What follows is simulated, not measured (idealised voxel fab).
The document below concerns the process module designated voxel wiring stack.
Cross-section cut: width 160 nm, square cells of 5 nm.
This document writes a cross-section as a grid whose cells are square, and gives it as bands, listed from the top down; one or more rows of cells form a band. It is stipulated that each band's entry specify, in nanometres, the height of the top of the band and then that of its bottom, followed by the materials of the band in left-to-right sequence, each together with its width in nanometres. A single material marked by the word "all across" is understood to fill the band from edge to edge; the word "blank" is understood to denote empty space. The reference from which all heights are counted is 0, the level beneath which the as-received wafer is entirely one material; the lowest band, having no lower bound, proceeds downward and is written after the example "0 and below". Width: "30..40" (first number = top row, second number = bottom row, same change from row to row of cells). Where a step carries "same as before", the cross-section came out of it unchanged, cell for cell. Entry "Closed cavity list". Content: empty spaces with no open connection to the top, size 8 cells or greater. Each: width x height at distance. Distance: from left edge. Unit: nm. On each step's line, the part that comes after the settings is the simulator's own comment on the step. The optional step-line setting "overlay nm" applies to steps with a mask and quantifies how far to the right of its planned location the mask lay, a negative value indicating leftward placement. Guide to the pairs. Each holds a before and an after cross-section around one process step; the after cross-section is cut off at the lowest band that changed. Look under the pair for the step between them and its settings. Pairs can come from different runs of this module on the same starting wafer, so a pair follows on from the one above it only where its entry headed "Structure before processing" says it does.

**Structure before processing**
* 0 and below  Si all across
* Closed cavity list: none

**State After Step**
* 15 down to 0  SiO2 all across
* Rest of section, below 0: as before.
* Closed cavity list: none
Applied between the two views above: CONFORMAL_DEP | material SiO2 | thk nm 15

Structure before processing: after-state, pair directly above.

**State After Step**
* 20 down to 15  SiN all across
* Rest of section, below 15: as before.
* Closed cavity list: none
Applied between the two views above: CONFORMAL_DEP | material SiN | thk nm 5

Structure before processing: after-state, pair directly above.

**State After Step**
* 45 down to 20  SiO2 all across
* Rest of section, below 20: as before.
* Closed cavity list: none
Applied between the two views above: DIRECTIONAL_DEP | material SiO2 | thk nm 25

Structure before processing: after-state, pair directly above.

**State After Step**
* 60 down to 45  resist (45)  blank (25)  resist (20)  blank (25)  resist (45)
* Rest of section, below 45: as before.
* Closed cavity list: none
Applied between the two views above: PATTERN | tone open | mask id METAL_1 | material resist | width nm 25 | pitch nm 45 | thk nm 15 | overlay nm 0

Structure before processing: after-state, pair directly above.

**State After Step**
* 60 down to 45  resist (45)  blank (25)  resist (20)  blank (25)  resist (45)
* 45 down to 20  SiO2 (45)  blank (25)  SiO2 (20)  blank (25)  SiO2 (45)
* Rest of section, below 20: as before.
* Closed cavity list: none
Applied between the two views above: DIRECTIONAL_ETCH | etch materials SiO2 | depth nm 25

Structure before processing: after-state, pair directly above.

**State After Step**
* 60 down to 45  resist (45)  blank (25)  resist (20)  blank (25)  resist (45)
* 45 down to 20  SiO2 (45)  blank (25)  SiO2 (20)  blank (25)  SiO2 (45)
* 20 down to 15  SiN (45)  blank (25)  SiN (20)  blank (25)  SiN (45)
* Rest of section, below 15: as before.
* Closed cavity list: none
Applied between the two views above: DIRECTIONAL_ETCH | etch materials SiN | depth nm 5

Structure before processing: after-state, pair directly above.

**State After Step**
* 45 down to 20  SiO2 (45)  blank (25)  SiO2 (20)  blank (25)  SiO2 (45)
* Rest of section, below 20: as before.
* Closed cavity list: none
Applied between the two views above: STRIP | etch materials resist

Structure before processing: after-state, pair directly above.

**State After Step**
* 50 down to 45  TiN (50)  blank (15)  TiN (30)  blank (15)  TiN (50)
* 45 down to 20  SiO2 (45)  TiN (5)  blank (15)  TiN (5)  SiO2 (20)  TiN (5)  blank (15)  TiN (5)  SiO2 (45)
* 20 down to 15  SiN (45)  TiN (25)  SiN (20)  TiN (25)  SiN (45)
* Rest of section, below 15: as before.
* Closed cavity list: none
Applied between the two views above: CONFORMAL_DEP | material TiN | thk nm 5

Structure before processing: after-state, pair directly above.

**State After Step**
* 60 down to 50  Ru all across
* 50 down to 45  TiN (50)  Ru (15)  TiN (30)  Ru (15)  TiN (50)
* 45 down to 20  SiO2 (45)  TiN (5)  Ru (15)  TiN (5)  SiO2 (20)  TiN (5)  Ru (15)  TiN (5)  SiO2 (45)
* Rest of section, below 20: as before.
* Closed cavity list: none
Applied between the two views above: FILL_DEP | material Ru | thk nm 10

Structure before processing: after-state, pair directly above.

**State After Step**
* 45 down to 20  SiO2 (45)  TiN (5)  Ru (15)  TiN (5)  SiO2 (20)  TiN (5)  Ru (15)  TiN (5)  SiO2 (45)
* Rest of section, below 20: as before.
* Closed cavity list: none
Applied between the two views above: CMP | height nm 45

Structure before processing: after-state, pair directly above.

**State After Step**
* 50 down to 45  SiCN all across
* Rest of section, below 45: as before.
* Closed cavity list: none
Applied between the two views above: CONFORMAL_DEP | material SiCN | thk nm 5

Structure before processing: after-state, pair directly above.

**State After Step**
* 80 down to 50  SiO2 all across
* Rest of section, below 50: as before.
* Closed cavity list: none
Applied between the two views above: DIRECTIONAL_DEP | material SiO2 | thk nm 30

Structure before processing: after-state, pair directly above.

**State After Step**
* 80 down to 60  SiO2 (45)  blank (25)  SiO2 (20)  blank (25)  SiO2 (45)
* Rest of section, below 60: as before.
* Closed cavity list: none
Applied between the two views above: MASKED_ETCH | tone open | mask id METAL_2 | width nm 25 | pitch nm 45 | etch materials SiO2 | depth nm 20 | overlay nm 0

Structure before processing: after-state, pair directly above.

**State After Step**
* 100 down to 80  resist (45)  blank (15)  resist (100)
* 80 down to 60  SiO2 (45)  blank (15)  resist (10)  SiO2 (20)  resist (25)  SiO2 (45)
* Rest of section, below 60: as before.
* Closed cavity list: none
Applied between the two views above: PATTERN | tone open | mask id METAL_2_HOLES | material resist | width nm 15 | thk nm 20 | overlay nm 0

Structure before processing: after-state, pair directly above.

**State After Step**
* 100 down to 80  resist (45)  blank (15)  resist (100)
* 80 down to 60  SiO2 (45)  blank (15)  resist (10)  SiO2 (20)  resist (25)  SiO2 (45)
* 60 down to 50  SiO2 (45)  blank (15)  SiO2 (100)
* Rest of section, below 50: as before.
* Closed cavity list: none
Applied between the two views above: DIRECTIONAL_ETCH | etch materials SiO2 | depth nm 10

Structure before processing: after-state, pair directly above.

**State After Step**
* 100 down to 80  resist (45)  blank (15)  resist (100)
* 80 down to 60  SiO2 (45)  blank (15)  resist (10)  SiO2 (20)  resist (25)  SiO2 (45)
* 60 down to 50  SiO2 (45)  blank (15)  SiO2 (100)
* 50 down to 45  SiCN (45)  blank (15)  SiCN (100)
* Rest of section, below 45: as before.
* Closed cavity list: none
Applied between the two views above: DIRECTIONAL_ETCH | etch materials SiCN | depth nm 5

Structure before processing: after-state, pair directly above.

**State After Step**
* 80 down to 60  SiO2 (45)  blank (25)  SiO2 (20)  blank (25)  SiO2 (45)
* Rest of section, below 60: as before.
* Closed cavity list: none
Applied between the two views above: STRIP | etch materials resist

Structure before processing: after-state, pair directly above.

**State After Step**
* 85 down to 80  TiN (50)  blank (15)  TiN (30)  blank (15)  TiN (50)
* 80 down to 65  SiO2 (45)  TiN (5)  blank (15)  TiN (5)  SiO2 (20)  TiN (5)  blank (15)  TiN (5)  SiO2 (45)
* 65 down to 60  SiO2 (45)  TiN (5)  blank (5)  TiN (15)  SiO2 (20)  TiN (25)  SiO2 (45)
* 60 down to 50  SiO2 (45)  TiN (5)  blank (5)  TiN (5)  SiO2 (100)
* 50 down to 45  SiCN (45)  TiN (15)  SiCN (100)
* Rest of section, below 45: as before.
* Closed cavity list: none
Applied between the two views above: CONFORMAL_DEP | material TiN | thk nm 5

Structure before processing: after-state, pair directly above.

**State After Step**
* 95 down to 85  Cu all across
* 85 down to 80  TiN (50)  Cu (15)  TiN (30)  Cu (15)  TiN (50)
* 80 down to 65  SiO2 (45)  TiN (5)  Cu (15)  TiN (5)  SiO2 (20)  TiN (5)  Cu (15)  TiN (5)  SiO2 (45)
* 65 down to 60  SiO2 (45)  TiN (5)  Cu (5)  TiN (15)  SiO2 (20)  TiN (25)  SiO2 (45)
* 60 down to 50  SiO2 (45)  TiN (5)  Cu (5)  TiN (5)  SiO2 (100)
* Rest of section, below 50: as before.
* Closed cavity list: none
Applied between the two views above: FILL_DEP | material Cu | thk nm 10

Structure before processing: after-state, pair directly above.

**State After Step**
* 80 down to 65  SiO2 (45)  TiN (5)  Cu (15)  TiN (5)  SiO2 (20)  TiN (5)  Cu (15)  TiN (5)  SiO2 (45)
* Rest of section, below 65: as before.
* Closed cavity list: none
Applied between the two views above: CMP | height nm 80

Structure before processing: after-state, pair directly above.

**State After Step**
* 85 down to 80  SiCN all across
* Rest of section, below 80: as before.
* Closed cavity list: none
Applied between the two views above: CONFORMAL_DEP | material SiCN | thk nm 5

Structure before processing: after-state, pair directly above.

**State After Step**
* 95 down to 85  lowk all across
* Rest of section, below 85: as before.
* Closed cavity list: none
Applied between the two views above: DIRECTIONAL_DEP | material lowk | thk nm 10

Structure before processing: after-state, pair directly above.

**State After Step**
* 95 down to 85  lowk (45)  blank (15)  lowk (100)
* Rest of section, below 85: as before.
* Closed cavity list: none
Applied between the two views above: MASKED_ETCH | tone open | mask id PLUG_2 | width nm 15 | etch materials lowk | depth nm 10 | overlay nm 0

Structure before processing: after-state, pair directly above.

**State After Step**
* 95 down to 85  lowk (45)  blank (15)  lowk (100)
* 85 down to 80  SiCN (45)  blank (15)  SiCN (100)
* Rest of section, below 80: as before.
* Closed cavity list: none
Applied between the two views above: MASKED_ETCH | tone open | mask id PLUG_2 | width nm 15 | etch materials SiCN | depth nm 5 | overlay nm 0

Structure before processing: after-state, pair directly above.

**State After Step**
* 100 down to 95  TiN (50)  blank (5)  TiN (105)
* 95 down to 85  lowk (45)  TiN (5)  blank (5)  TiN (5)  lowk (100)
* 85 down to 80  SiCN (45)  TiN (15)  SiCN (100)
* Rest of section, below 80: as before.
* Closed cavity list: none
Applied between the two views above: CONFORMAL_DEP | material TiN | thk nm 5

Structure before processing: after-state, pair directly above.

**State After Step**
* 105 down to 100  Cu all across
* 100 down to 95  TiN (50)  Cu (5)  TiN (105)
* 95 down to 85  lowk (45)  TiN (5)  Cu (5)  TiN (5)  lowk (100)
* Rest of section, below 85: as before.
* Closed cavity list: none
Applied between the two views above: FILL_DEP | material Cu | thk nm 5

Structure before processing: after-state, pair directly above.

**State After Step**
* 95 down to 85  lowk (45)  TiN (5)  Cu (5)  TiN (5)  lowk (100)
* Rest of section, below 85: as before.
* Closed cavity list: none
Applied between the two views above: CMP | height nm 95

Structure before processing: after-state, pair directly above.

**State After Step**
* 100 down to 95  SiCN all across
* Rest of section, below 95: as before.
* Closed cavity list: none
Applied between the two views above: CONFORMAL_DEP | material SiCN | thk nm 5

Structure before processing: after-state, pair directly above.

**State After Step**
* 120 down to 100  SiO2 all across
* Rest of section, below 100: as before.
* Closed cavity list: none
Applied between the two views above: DIRECTIONAL_DEP | material SiO2 | thk nm 20

Structure before processing: after-state, pair directly above.

**State After Step**
* 120 down to 100  SiO2 (45)  blank (25)  SiO2 (20)  blank (25)  SiO2 (45)
* Rest of section, below 100: as before.
* Closed cavity list: none
Applied between the two views above: MASKED_ETCH | tone open | mask id METAL_3 | width nm 25 | pitch nm 45 | etch materials SiO2 | depth nm 20 | overlay nm 0

Structure before processing: after-state, pair directly above.

**State After Step**
* 120 down to 100  SiO2 (45)  blank (25)  SiO2 (20)  blank (25)  SiO2 (45)
* 100 down to 95  SiCN (45)  blank (25)  SiCN (20)  blank (25)  SiCN (45)
* Rest of section, below 95: as before.
* Closed cavity list: none
Applied between the two views above: MASKED_ETCH | tone open | mask id METAL_3 | width nm 25 | pitch nm 45 | etch materials SiCN | depth nm 5 | overlay nm 0

Structure before processing: after-state, pair directly above.

**State After Step**
* 125 down to 120  TiN (50)  blank (15)  TiN (30)  blank (15)  TiN (50)
* 120 down to 100  SiO2 (45)  TiN (5)  blank (15)  TiN (5)  SiO2 (20)  TiN (5)  blank (15)  TiN (5)  SiO2 (45)
* 100 down to 95  SiCN (45)  TiN (25)  SiCN (20)  TiN (25)  SiCN (45)
* Rest of section, below 95: as before.
* Closed cavity list: none
Applied between the two views above: CONFORMAL_DEP | material TiN | thk nm 5

Structure before processing: after-state, pair directly above.

**State After Step**
* 130 down to 125  Cu all across
* 125 down to 120  TiN (50)  Cu (15)  TiN (30)  Cu (15)  TiN (50)
* 120 down to 100  SiO2 (45)  TiN (5)  Cu (15)  TiN (5)  SiO2 (20)  TiN (5)  Cu (15)  TiN (5)  SiO2 (45)
* Rest of section, below 100: as before.
* Closed cavity list: none
Applied between the two views above: FILL_DEP | material Cu | thk nm 5

Structure before processing: after-state, pair directly above.

**State After Step**
* 120 down to 100  SiO2 (45)  TiN (5)  Cu (15)  TiN (5)  SiO2 (20)  TiN (5)  Cu (15)  TiN (5)  SiO2 (45)
* Rest of section, below 100: as before.
* Closed cavity list: none
Applied between the two views above: CMP | height nm 120

Structure before processing: after-state, pair directly above.

**State After Step**
* 125 down to 120  SiCN all across
* Rest of section, below 120: as before.
* Closed cavity list: none
Applied between the two views above: CONFORMAL_DEP | material SiCN | thk nm 5

**Structure before processing**
* 95 down to 85  Cu all across
* 85 down to 80  TiN (50)  Cu (15)  TiN (30)  Cu (15)  TiN (50)
* 80 down to 65  SiO2 (45)  TiN (5)  Cu (15)  TiN (5)  SiO2 (20)  TiN (5)  Cu (15)  TiN (5)  SiO2 (45)
* 65 down to 60  SiO2 (45)  TiN (5)  Cu (5)  TiN (15)  SiO2 (20)  TiN (25)  SiO2 (45)
* 60 down to 50  SiO2 (45)  TiN (5)  Cu (5)  TiN (5)  SiO2 (100)
* 50 down to 45  SiCN (45)  TiN (15)  SiCN (100)
* 45 down to 20  SiO2 (45)  TiN (5)  Ru (15)  TiN (5)  SiO2 (20)  TiN (5)  Ru (15)  TiN (5)  SiO2 (45)
* 20 down to 15  SiN (45)  TiN (25)  SiN (20)  TiN (25)  SiN (45)
* 15 down to 0  SiO2 all across
* 0 and below  Si all across
* Closed cavity list: none

**State After Step**
* 100 down to 95  SiCN all across
* Rest of section, below 95: as before.
* Closed cavity list: none
Applied between the two views above: CONFORMAL_DEP | material SiCN | thk nm 5

Structure before processing: after-state, pair directly above.

**State After Step**
* 110 down to 100  lowk all across
* Rest of section, below 100: as before.
* Closed cavity list: none
Applied between the two views above: DIRECTIONAL_DEP | material lowk | thk nm 10

Structure before processing: after-state, pair directly above.

**State After Step**
* 110 down to 100  lowk (45)  blank (15)  lowk (100)
* Rest of section, below 100: as before.
* Closed cavity list: none
Applied between the two views above: MASKED_ETCH | tone open | mask id PLUG_2 | width nm 15 | etch materials lowk | depth nm 10 | overlay nm 0

Structure before processing: after-state, pair directly above.

**State After Step**
* 110 down to 100  lowk (45)  blank (15)  lowk (100)
* 100 down to 95  SiCN (45)  blank (15)  SiCN (100)
* Rest of section, below 95: as before.
* Closed cavity list: none
Applied between the two views above: MASKED_ETCH | tone open | mask id PLUG_2 | width nm 15 | etch materials SiCN | depth nm 5 | overlay nm 0

Structure before processing: after-state, pair directly above.

**State After Step**
* 115 down to 110  TiN (50)  blank (5)  TiN (105)
* 110 down to 100  lowk (45)  TiN (5)  blank (5)  TiN (5)  lowk (100)
* 100 down to 95  SiCN (45)  TiN (15)  SiCN (100)
* Rest of section, below 95: as before.
* Closed cavity list: none
Applied between the two views above: CONFORMAL_DEP | material TiN | thk nm 5

Structure before processing: after-state, pair directly above.

**State After Step**
* 120 down to 115  Cu all across
* 115 down to 110  TiN (50)  Cu (5)  TiN (105)
* 110 down to 100  lowk (45)  TiN (5)  Cu (5)  TiN (5)  lowk (100)
* Rest of section, below 100: as before.
* Closed cavity list: none
Applied between the two views above: FILL_DEP | material Cu | thk nm 5

Structure before processing: after-state, pair directly above.

**State After Step**
* 95 down to 85  Cu all across
* Rest of section, below 85: as before.
* Closed cavity list: none
Applied between the two views above: CMP | height nm 95

**Structure before processing**
* 100 down to 95  SiCN all across
* 95 down to 85  Cu all across
* 85 down to 80  TiN (50)  Cu (15)  TiN (30)  Cu (15)  TiN (50)
* 80 down to 65  SiO2 (45)  TiN (5)  Cu (15)  TiN (5)  SiO2 (20)  TiN (5)  Cu (15)  TiN (5)  SiO2 (45)
* 65 down to 60  SiO2 (45)  TiN (5)  Cu (5)  TiN (15)  SiO2 (20)  TiN (25)  SiO2 (45)
* 60 down to 50  SiO2 (45)  TiN (5)  Cu (5)  TiN (5)  SiO2 (100)
* 50 down to 45  SiCN (45)  TiN (15)  SiCN (100)
* 45 down to 20  SiO2 (45)  TiN (5)  Ru (15)  TiN (5)  SiO2 (20)  TiN (5)  Ru (15)  TiN (5)  SiO2 (45)
* 20 down to 15  SiN (45)  TiN (25)  SiN (20)  TiN (25)  SiN (45)
* 15 down to 0  SiO2 all across
* 0 and below  Si all across
* Closed cavity list: none

**State After Step**
* 120 down to 100  SiO2 all across
* Rest of section, below 100: as before.
* Closed cavity list: none
Applied between the two views above: DIRECTIONAL_DEP | material SiO2 | thk nm 20

Structure before processing: after-state, pair directly above.

**State After Step**
* 120 down to 100  SiO2 (45)  blank (25)  SiO2 (20)  blank (25)  SiO2 (45)
* Rest of section, below 100: as before.
* Closed cavity list: none
Applied between the two views above: MASKED_ETCH | tone open | mask id METAL_3 | width nm 25 | pitch nm 45 | etch materials SiO2 | depth nm 20 | overlay nm 0

Structure before processing: after-state, pair directly above.

**State After Step**
* 120 down to 100  SiO2 (45)  blank (25)  SiO2 (20)  blank (25)  SiO2 (45)
* 100 down to 95  SiCN (45)  blank (25)  SiCN (20)  blank (25)  SiCN (45)
* Rest of section, below 95: as before.
* Closed cavity list: none
Applied between the two views above: MASKED_ETCH | tone open | mask id METAL_3 | width nm 25 | pitch nm 45 | etch materials SiCN | depth nm 5 | overlay nm 0

Structure before processing: after-state, pair directly above.

**State After Step**
* 125 down to 120  TiN (50)  blank (15)  TiN (30)  blank (15)  TiN (50)
* 120 down to 100  SiO2 (45)  TiN (5)  blank (15)  TiN (5)  SiO2 (20)  TiN (5)  blank (15)  TiN (5)  SiO2 (45)
* 100 down to 95  SiCN (45)  TiN (25)  SiCN (20)  TiN (25)  SiCN (45)
* Rest of section, below 95: as before.
* Closed cavity list: none
Applied between the two views above: CONFORMAL_DEP | material TiN | thk nm 5

Structure before processing: after-state, pair directly above.

**State After Step**
* 130 down to 125  Cu all across
* 125 down to 120  TiN (50)  Cu (15)  TiN (30)  Cu (15)  TiN (50)
* 120 down to 100  SiO2 (45)  TiN (5)  Cu (15)  TiN (5)  SiO2 (20)  TiN (5)  Cu (15)  TiN (5)  SiO2 (45)
* Rest of section, below 100: as before.
* Closed cavity list: none
Applied between the two views above: FILL_DEP | material Cu | thk nm 5

Structure before processing: after-state, pair directly above.

**State After Step**
* 120 down to 100  SiO2 (45)  TiN (5)  Cu (15)  TiN (5)  SiO2 (20)  TiN (5)  Cu (15)  TiN (5)  SiO2 (45)
* Rest of section, below 100: as before.
* Closed cavity list: none
Applied between the two views above: CMP | height nm 120

Structure before processing: after-state, pair directly above.

**State After Step**
* 125 down to 120  SiCN all across
* Rest of section, below 120: as before.
* Closed cavity list: none
Applied between the two views above: CONFORMAL_DEP | material SiCN | thk nm 5

**Structure before processing**
* 80 down to 50  SiO2 all across
* 50 down to 45  SiCN all across
* 45 down to 20  SiO2 (45)  TiN (5)  Ru (15)  TiN (5)  SiO2 (20)  TiN (5)  Ru (15)  TiN (5)  SiO2 (45)
* 20 down to 15  SiN (45)  TiN (25)  SiN (20)  TiN (25)  SiN (45)
* 15 down to 0  SiO2 all across
* 0 and below  Si all across
* Closed cavity list: none

**State After Step**
* 110 down to 50  SiO2 all across
* Rest of section, below 50: as before.
* Closed cavity list: none
Applied between the two views above: DIRECTIONAL_DEP | material SiO2 | thk nm 30

Structure before processing: after-state, pair directly above.

**State After Step**
* 110 down to 90  SiO2 (45)  blank (25)  SiO2 (20)  blank (25)  SiO2 (45)
* Rest of section, below 90: as before.
* Closed cavity list: none
Applied between the two views above: MASKED_ETCH | tone open | mask id METAL_2 | width nm 25 | pitch nm 45 | etch materials SiO2 | depth nm 20 | overlay nm 0

Structure before processing: after-state, pair directly above.

**State After Step**
* 130 down to 110  resist (45)  blank (15)  resist (100)
* 110 down to 90  SiO2 (45)  blank (15)  resist (10)  SiO2 (20)  resist (25)  SiO2 (45)
* Rest of section, below 90: as before.
* Closed cavity list: none
Applied between the two views above: PATTERN | tone open | mask id METAL_2_HOLES | material resist | width nm 15 | thk nm 20 | overlay nm 0

Structure before processing: after-state, pair directly above.

**State After Step**
* 130 down to 110  resist (45)  blank (15)  resist (100)
* 110 down to 90  SiO2 (45)  blank (15)  resist (10)  SiO2 (20)  resist (25)  SiO2 (45)
* 90 down to 80  SiO2 (45)  blank (15)  SiO2 (100)
* Rest of section, below 80: as before.
* Closed cavity list: none
Applied between the two views above: DIRECTIONAL_ETCH | etch materials SiO2 | depth nm 10

Structure before processing: after-state, pair directly above.

**State After Step**
* 110 down to 90  SiO2 (45)  blank (25)  SiO2 (20)  blank (25)  SiO2 (45)
* Rest of section, below 90: as before.
* Closed cavity list: none
Applied between the two views above: STRIP | etch materials resist

Structure before processing: after-state, pair directly above.

**State After Step**
* 115 down to 110  TiN (50)  blank (15)  TiN (30)  blank (15)  TiN (50)
* 110 down to 95  SiO2 (45)  TiN (5)  blank (15)  TiN (5)  SiO2 (20)  TiN (5)  blank (15)  TiN (5)  SiO2 (45)
* 95 down to 90  SiO2 (45)  TiN (5)  blank (5)  TiN (15)  SiO2 (20)  TiN (25)  SiO2 (45)
* 90 down to 85  SiO2 (45)  TiN (5)  blank (5)  TiN (5)  SiO2 (100)
* 85 down to 80  SiO2 (45)  TiN (15)  SiO2 (100)
* Rest of section, below 80: as before.
* Closed cavity list: none
Applied between the two views above: CONFORMAL_DEP | material TiN | thk nm 5

Structure before processing: after-state, pair directly above.

**State After Step**
* 125 down to 115  Cu all across
* 115 down to 110  TiN (50)  Cu (15)  TiN (30)  Cu (15)  TiN (50)
* 110 down to 95  SiO2 (45)  TiN (5)  Cu (15)  TiN (5)  SiO2 (20)  TiN (5)  Cu (15)  TiN (5)  SiO2 (45)
* 95 down to 90  SiO2 (45)  TiN (5)  Cu (5)  TiN (15)  SiO2 (20)  TiN (25)  SiO2 (45)
* 90 down to 85  SiO2 (45)  TiN (5)  Cu (5)  TiN (5)  SiO2 (100)
* Rest of section, below 85: as before.
* Closed cavity list: none
Applied between the two views above: FILL_DEP | material Cu | thk nm 10

Structure before processing: after-state, pair directly above.

**State After Step**
* 80 down to 50  SiO2 all across
* Rest of section, below 50: as before.
* Closed cavity list: none
Applied between the two views above: CMP | height nm 80

Structure before processing: after-state, pair directly above.

**State After Step**
* 85 down to 80  SiCN all across
* Rest of section, below 80: as before.
* Closed cavity list: none
Applied between the two views above: CONFORMAL_DEP | material SiCN | thk nm 5

Structure before processing: after-state, pair directly above.

**State After Step**
* 95 down to 85  lowk all across
* Rest of section, below 85: as before.
* Closed cavity list: none
Applied between the two views above: DIRECTIONAL_DEP | material lowk | thk nm 10

Structure before processing: after-state, pair directly above.

**State After Step**
* 95 down to 85  lowk (45)  blank (15)  lowk (100)
* Rest of section, below 85: as before.
* Closed cavity list: none
Applied between the two views above: MASKED_ETCH | tone open | mask id PLUG_2 | width nm 15 | etch materials lowk | depth nm 10 | overlay nm 0

Structure before processing: after-state, pair directly above.

**State After Step**
* 95 down to 85  lowk (45)  blank (15)  lowk (100)
* 85 down to 80  SiCN (45)  blank (15)  SiCN (100)
* Rest of section, below 80: as before.
* Closed cavity list: none
Applied between the two views above: MASKED_ETCH | tone open | mask id PLUG_2 | width nm 15 | etch materials SiCN | depth nm 5 | overlay nm 0

Structure before processing: after-state, pair directly above.

**State After Step**
* 100 down to 95  TiN (50)  blank (5)  TiN (105)
* 95 down to 85  lowk (45)  TiN (5)  blank (5)  TiN (5)  lowk (100)
* 85 down to 80  SiCN (45)  TiN (15)  SiCN (100)
* Rest of section, below 80: as before.
* Closed cavity list: none
Applied between the two views above: CONFORMAL_DEP | material TiN | thk nm 5

Structure before processing: after-state, pair directly above.

**State After Step**
* 105 down to 100  Cu all across
* 100 down to 95  TiN (50)  Cu (5)  TiN (105)
* 95 down to 85  lowk (45)  TiN (5)  Cu (5)  TiN (5)  lowk (100)
* Rest of section, below 85: as before.
* Closed cavity list: none
Applied between the two views above: FILL_DEP | material Cu | thk nm 5

Structure before processing: after-state, pair directly above.

**State After Step**
* 95 down to 85  lowk (45)  TiN (5)  Cu (5)  TiN (5)  lowk (100)
* Rest of section, below 85: as before.
* Closed cavity list: none
Applied between the two views above: CMP | height nm 95

Structure before processing: after-state, pair directly above.

**State After Step**
* 100 down to 95  SiCN all across
* Rest of section, below 95: as before.
* Closed cavity list: none
Applied between the two views above: CONFORMAL_DEP | material SiCN | thk nm 5

Structure before processing: after-state, pair directly above.

**State After Step**
* 120 down to 100  SiO2 all across
* Rest of section, below 100: as before.
* Closed cavity list: none
Applied between the two views above: DIRECTIONAL_DEP | material SiO2 | thk nm 20

Structure before processing: after-state, pair directly above.

**State After Step**
* 120 down to 100  SiO2 (45)  blank (25)  SiO2 (20)  blank (25)  SiO2 (45)
* Rest of section, below 100: as before.
* Closed cavity list: none
Applied between the two views above: MASKED_ETCH | tone open | mask id METAL_3 | width nm 25 | pitch nm 45 | etch materials SiO2 | depth nm 20 | overlay nm 0

Structure before processing: after-state, pair directly above.

**State After Step**
* 120 down to 100  SiO2 (45)  blank (25)  SiO2 (20)  blank (25)  SiO2 (45)
* 100 down to 95  SiCN (45)  blank (25)  SiCN (20)  blank (25)  SiCN (45)
* Rest of section, below 95: as before.
* Closed cavity list: none
Applied between the two views above: MASKED_ETCH | tone open | mask id METAL_3 | width nm 25 | pitch nm 45 | etch materials SiCN | depth nm 5 | overlay nm 0

Structure before processing: after-state, pair directly above.

**State After Step**
* 125 down to 120  TiN (50)  blank (15)  TiN (30)  blank (15)  TiN (50)
* 120 down to 100  SiO2 (45)  TiN (5)  blank (15)  TiN (5)  SiO2 (20)  TiN (5)  blank (15)  TiN (5)  SiO2 (45)
* 100 down to 95  SiCN (45)  TiN (25)  SiCN (20)  TiN (25)  SiCN (45)
* Rest of section, below 95: as before.
* Closed cavity list: none
Applied between the two views above: CONFORMAL_DEP | material TiN | thk nm 5

Structure before processing: after-state, pair directly above.

**State After Step**
* 130 down to 125  Cu all across
* 125 down to 120  TiN (50)  Cu (15)  TiN (30)  Cu (15)  TiN (50)
* 120 down to 100  SiO2 (45)  TiN (5)  Cu (15)  TiN (5)  SiO2 (20)  TiN (5)  Cu (15)  TiN (5)  SiO2 (45)
* Rest of section, below 100: as before.
* Closed cavity list: none
Applied between the two views above: FILL_DEP | material Cu | thk nm 5

Structure before processing: after-state, pair directly above.

**State After Step**
* 120 down to 100  SiO2 (45)  TiN (5)  Cu (15)  TiN (5)  SiO2 (20)  TiN (5)  Cu (15)  TiN (5)  SiO2 (45)
* Rest of section, below 100: as before.
* Closed cavity list: none
Applied between the two views above: CMP | height nm 120

Structure before processing: after-state, pair directly above.

**State After Step**
* 125 down to 120  SiCN all across
* Rest of section, below 120: as before.
* Closed cavity list: none
Applied between the two views above: CONFORMAL_DEP | material SiCN | thk nm 5

**Structure before processing**
* 95 down to 85  lowk (45)  TiN (5)  Cu (5)  TiN (5)  lowk (100)
* 85 down to 80  SiCN (45)  TiN (15)  SiCN (100)
* 80 down to 65  SiO2 (45)  TiN (5)  Cu (15)  TiN (5)  SiO2 (20)  TiN (5)  Cu (15)  TiN (5)  SiO2 (45)
* 65 down to 60  SiO2 (45)  TiN (5)  Cu (5)  TiN (15)  SiO2 (20)  TiN (25)  SiO2 (45)
* 60 down to 50  SiO2 (45)  TiN (5)  Cu (5)  TiN (5)  SiO2 (100)
* 50 down to 45  SiCN (45)  TiN (15)  SiCN (100)
* 45 down to 20  SiO2 (45)  TiN (5)  Ru (15)  TiN (5)  SiO2 (20)  TiN (5)  Ru (15)  TiN (5)  SiO2 (45)
* 20 down to 15  SiN (45)  TiN (25)  SiN (20)  TiN (25)  SiN (45)
* 15 down to 0  SiO2 all across
* 0 and below  Si all across
* Closed cavity list: none

**State After Step**
* 115 down to 95  SiO2 all across
* Rest of section, below 95: as before.
* Closed cavity list: none
Applied between the two views above: DIRECTIONAL_DEP | material SiO2 | thk nm 20

Structure before processing: after-state, pair directly above.

**State After Step**
* 120 down to 115  SiCN all across
* Rest of section, below 115: as before.
* Closed cavity list: none
Applied between the two views above: CONFORMAL_DEP | material SiCN | thk nm 5

Structure before processing: after-state, pair directly above.

**State After Step**
* 120 down to 115  SiCN (45)  blank (25)  SiCN (20)  blank (25)  SiCN (45)
* Rest of section, below 115: as before.
* Closed cavity list: none
Applied between the two views above: MASKED_ETCH | tone open | mask id METAL_3 | width nm 25 | pitch nm 45 | etch materials SiCN | depth nm 5 | overlay nm 0

Structure before processing: after-state, pair directly above.

**State After Step**
* 125 down to 120  TiN (50)  blank (15)  TiN (30)  blank (15)  TiN (50)
* 120 down to 115  SiCN (45)  TiN (25)  SiCN (20)  TiN (25)  SiCN (45)
* Rest of section, below 115: as before.
* Closed cavity list: none
Applied between the two views above: CONFORMAL_DEP | material TiN | thk nm 5

Structure before processing: after-state, pair directly above.

**State After Step**
* 130 down to 125  Cu all across
* 125 down to 120  TiN (50)  Cu (15)  TiN (30)  Cu (15)  TiN (50)
* Rest of section, below 120: as before.
* Closed cavity list: none
Applied between the two views above: FILL_DEP | material Cu | thk nm 5

Structure before processing: after-state, pair directly above.

**State After Step**
* 120 down to 115  SiCN (45)  TiN (25)  SiCN (20)  TiN (25)  SiCN (45)
* Rest of section, below 115: as before.
* Closed cavity list: none
Applied between the two views above: CMP | height nm 120

Structure before processing: after-state, pair directly above.

**State After Step**
* 125 down to 120  SiCN all across
* Rest of section, below 120: as before.
* Closed cavity list: none
Applied between the two views above: CONFORMAL_DEP | material SiCN | thk nm 5

**Structure before processing**
* 0 and below  Si all across
* Closed cavity list: none

**State After Step**
* 20 down to 0  SiO2 all across
* Rest of section, below 0: as before.
* Closed cavity list: none
Applied between the two views above: CONFORMAL_DEP | material SiO2 | thk nm 20

Structure before processing: after-state, pair directly above.

**State After Step**
* 25 down to 20  SiN all across
* Rest of section, below 20: as before.
* Closed cavity list: none
Applied between the two views above: CONFORMAL_DEP | material SiN | thk nm 5
